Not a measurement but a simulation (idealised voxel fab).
process module | voxel wiring stack
cross-section cut | 235 nm wide | cells 5 nm
A cross-section is a grid of square cells, given in bands from the top down. A band is one or more rows of cells.
Each band's line starts with the height of the band's top and of its bottom, in nm. Then come its materials from left to right, each with its width in nm. One material with "throughout" fills the band from edge to edge. "air" is empty space.
Height 0 is the level under which the wafer as received is all one material. The lowest band goes on downwards, as in "0 down".
A width such as "30 to 40" changes by the same amount from each row of cells to the next, from the band's top row to its bottom row.
"no change" after a step means that no cell of the cross-section changed.
closed voids: empty space of 8 cells or more with no open way to the top, each as width x height at its distance from the left edge, in nm
after a step's settings: what the simulator itself notes on the step
overlay nm, on a step with a mask: how far to the right of its planned place the mask lay; to the left if negative
plan
1 op RECEIVE | material Si
2 op CONFORMAL_DEP | material SiO2 | thk nm 10
3 op CONFORMAL_DEP | material SiCN | thk nm 5
4 op DIRECTIONAL_DEP | material SiO2 | thk nm 25
5 op MASKED_ETCH | tone open | mask id METAL_1 | width nm 25 | pitch nm 45 | etch materials SiO2 | depth nm 25 | overlay nm 0
6 op MASKED_ETCH | tone open | mask id METAL_1 | width nm 25 | pitch nm 45 | etch materials SiCN | depth nm 5 | overlay nm 0
7 op CONFORMAL_DEP | material TiN | thk nm 5
8 op FILL_DEP | material Cu | thk nm 10
9 op CMP | height nm 40
10 op CONFORMAL_DEP | material SiCN | thk nm 5
11 op DIRECTIONAL_DEP | material lowk | thk nm 30
12 op DIRECTIONAL_DEP | material aC | thk nm 10
13 op PATTERN | tone open | mask id METAL_2_HOLES | material resist | width nm 15 | pitch nm 90 | thk nm 30 | overlay nm 0
14 op DIRECTIONAL_ETCH | etch materials aC | depth nm 10
15 op STRIP | etch materials resist
16 op DIRECTIONAL_ETCH | etch materials lowk | depth nm 30
17 op STRIP | etch materials aC
18 op MASKED_ETCH | tone open | mask id METAL_2 | width nm 25 | pitch nm 45 | etch materials lowk | depth nm 20 | overlay nm 0
19 op MASKED_ETCH | tone open | mask id METAL_2 | width nm 25 | pitch nm 45 | etch materials SiCN | depth nm 5 | overlay nm 0
20 op CONFORMAL_DEP | material TiN | thk nm 5
21 op FILL_DEP | material Cu | thk nm 5
22 op CMP | height nm 75
23 op CONFORMAL_DEP | material SiCN | thk nm 5
24 op DIRECTIONAL_DEP | material lowk | thk nm 20
25 op MASKED_ETCH | tone open | mask id PLUG_2 | width nm 15 | pitch nm 90 | etch materials lowk | depth nm 20 | overlay nm 0
26 op MASKED_ETCH | tone open | mask id PLUG_2 | width nm 15 | pitch nm 90 | etch materials SiCN | depth nm 5 | overlay nm 0
27 op EPI | material Ru | thk nm 10
28 op EPI | material Ru | thk nm 10
29 op EPI | material Ru | thk nm 5
30 op CONFORMAL_DEP | material SiN | thk nm 5
31 op DIRECTIONAL_DEP | material lowk | thk nm 15
32 op PATTERN | tone open | mask id METAL_3 | material resist | width nm 25 | pitch nm 45 | thk nm 20 | overlay nm 0
33 op DIRECTIONAL_ETCH | etch materials lowk | depth nm 15
34 op DIRECTIONAL_ETCH | etch materials SiN | depth nm 5
35 op STRIP | etch materials resist
36 op CONFORMAL_DEP | material TiN | thk nm 5
37 op FILL_DEP | material Cu | thk nm 10
38 op CMP | height nm 120
39 op EPI | material Ru | thk nm 5
40 op FILL_DEP | material SiCN | thk nm 5
41 op DIRECTIONAL_DEP | material SiO2 | thk nm 10
42 op PATTERN | tone open | mask id PLUG_3 | material resist | width nm 15 | pitch nm 45 | thk nm 15 | overlay nm 0
43 op DIRECTIONAL_ETCH | etch materials SiO2 | depth nm 10
44 op DIRECTIONAL_ETCH | etch materials SiCN | depth nm 5
45 op STRIP | etch materials resist
46 op EPI | material Ru | thk nm 10
47 op EPI | material Ru | thk nm 5
48 op CONFORMAL_DEP | material SiCN | thk nm 5
49 op DIRECTIONAL_DEP | material SiO2 | thk nm 20
50 op PATTERN | tone open | mask id METAL_4 | material resist | width nm 15 | pitch nm 45 | thk nm 15 | overlay nm 0
51 op DIRECTIONAL_ETCH | etch materials SiO2 | depth nm 20
52 op DIRECTIONAL_ETCH | etch materials SiCN | depth nm 5
53 op STRIP | etch materials resist
54 op CONFORMAL_DEP | material TiN | thk nm 5
55 op FILL_DEP | material W | thk nm 10
56 op CMP | height nm 165
57 op CONFORMAL_DEP | material SiCN | thk nm 5
varied across the wafers: width nm of step 50. The plan shows the first wafer's value. All wafers start alike
first wafer as received, after step 1
  0 down: Si throughout
  closed voids: none
first wafer at the end, after step 57
  170 to 165: SiCN throughout
  165 to 145: SiO2 65 | TiN 5 | W 5 | TiN 5 | SiO2 30 | TiN 5 | W 5 | TiN 5 | SiO2 30 | TiN 5 | W 5 | TiN 5 | SiO2 65
  145 to 140: SiCN 65 | TiN 15 | SiCN 30 | TiN 15 | SiCN 30 | TiN 15 | SiCN 65
  140 to 130: SiO2 60 | Ru 15 | SiO2 30 | Ru 15 | SiO2 30 | Ru 15 | SiO2 70
  130 to 120: SiCN 60 to 55 | Ru 15 to 35 | SiCN 30 to 10 | Ru 15 to 35 | SiCN 30 to 10 | Ru 15 to 35 | SiCN 70 to 55
  120 to 105: lowk 60 | TiN 5 | Cu 15 | TiN 5 | lowk 20 | TiN 5 | Cu 15 | TiN 5 | lowk 20 | TiN 5 | Cu 15 | TiN 5 | lowk 60
  105 to 100: SiN 60 | TiN 25 | SiN 20 | TiN 25 | SiN 20 | TiN 25 | SiN 60
  100 to 80: lowk 60 | Ru 15 | lowk 75 | Ru 15 | lowk 70
  80 to 75: SiCN 60 | Ru 15 | SiCN 75 | Ru 15 | SiCN 70
  75 to 60: lowk 60 | TiN 5 | Cu 15 | TiN 5 | lowk 20 | TiN 5 | Cu 15 | TiN 5 | lowk 20 | TiN 5 | Cu 15 | TiN 5 | lowk 60
  60 to 55: lowk 60 | TiN 5 | Cu 5 | TiN 15 | lowk 20 | TiN 25 | lowk 20 | TiN 5 | Cu 5 | TiN 15 | lowk 60
  55 to 45: lowk 60 | TiN 5 | Cu 5 | TiN 5 | lowk 75 | TiN 5 | Cu 5 | TiN 5 | lowk 70
  45 to 40: SiCN 60 | TiN 15 | SiCN 75 | TiN 15 | SiCN 70
  40 to 15: SiO2 60 | TiN 5 | Cu 15 | TiN 5 | SiO2 20 | TiN 5 | Cu 15 | TiN 5 | SiO2 20 | TiN 5 | Cu 15 | TiN 5 | SiO2 60
  15 to 10: SiCN 60 | TiN 25 | SiCN 20 | TiN 25 | SiCN 20 | TiN 25 | SiCN 60
  10 to 0: SiO2 throughout
  0 down: Si throughout
  closed voids: none
last wafer at the end
  170 to 165: SiCN throughout
  165 to 145: SiO2 60 | TiN 5 | W 20 | TiN 5 | SiO2 15 | TiN 5 | W 20 | TiN 5 | SiO2 15 | TiN 5 | W 20 | TiN 5 | SiO2 55
  145 to 140: SiCN 60 | TiN 30 | SiCN 15 | TiN 30 | SiCN 15 | TiN 30 | SiCN 55
  140 to 130: SiO2 60 | Ru 15 | SiO2 30 | Ru 15 | SiO2 30 | Ru 15 | SiO2 70
  130 to 120: SiCN 60 to 55 | Ru 15 to 35 | SiCN 30 to 10 | Ru 15 to 35 | SiCN 30 to 10 | Ru 15 to 35 | SiCN 70 to 55
  120 to 105: lowk 60 | TiN 5 | Cu 15 | TiN 5 | lowk 20 | TiN 5 | Cu 15 | TiN 5 | lowk 20 | TiN 5 | Cu 15 | TiN 5 | lowk 60
  105 to 100: SiN 60 | TiN 25 | SiN 20 | TiN 25 | SiN 20 | TiN 25 | SiN 60
  100 to 80: lowk 60 | Ru 15 | lowk 75 | Ru 15 | lowk 70
  80 to 75: SiCN 60 | Ru 15 | SiCN 75 | Ru 15 | SiCN 70
  75 to 60: lowk 60 | TiN 5 | Cu 15 | TiN 5 | lowk 20 | TiN 5 | Cu 15 | TiN 5 | lowk 20 | TiN 5 | Cu 15 | TiN 5 | lowk 60
  60 to 55: lowk 60 | TiN 5 | Cu 5 | TiN 15 | lowk 20 | TiN 25 | lowk 20 | TiN 5 | Cu 5 | TiN 15 | lowk 60
  55 to 45: lowk 60 | TiN 5 | Cu 5 | TiN 5 | lowk 75 | TiN 5 | Cu 5 | TiN 5 | lowk 70
  45 to 40: SiCN 60 | TiN 15 | SiCN 75 | TiN 15 | SiCN 70
  40 to 15: SiO2 60 | TiN 5 | Cu 15 | TiN 5 | SiO2 20 | TiN 5 | Cu 15 | TiN 5 | SiO2 20 | TiN 5 | Cu 15 | TiN 5 | SiO2 60
  15 to 10: SiCN 60 | TiN 25 | SiCN 20 | TiN 25 | SiCN 20 | TiN 25 | SiCN 60
  10 to 0: SiO2 throughout
  0 down: Si throughout
  closed voids: none
each wafer at the end: cells of each material gained (+) or lost (-) since it was received, then its closed voids
width nm 15 | +105 Cu | +78 Ru | +263 SiCN | +32 SiN | +482 SiO2 | +156 TiN | +12 W | +470 lowk | closed voids: none
width nm 20 | +105 Cu | +78 Ru | +260 SiCN | +32 SiN | +470 SiO2 | +159 TiN | +24 W | +470 lowk | closed voids: none
width nm 25 | +105 Cu | +78 Ru | +257 SiCN | +32 SiN | +458 SiO2 | +162 TiN | +36 W | +470 lowk | closed voids: none
width nm 30 | +105 Cu | +78 Ru | +254 SiCN | +32 SiN | +446 SiO2 | +165 TiN | +48 W | +470 lowk | closed voids: none
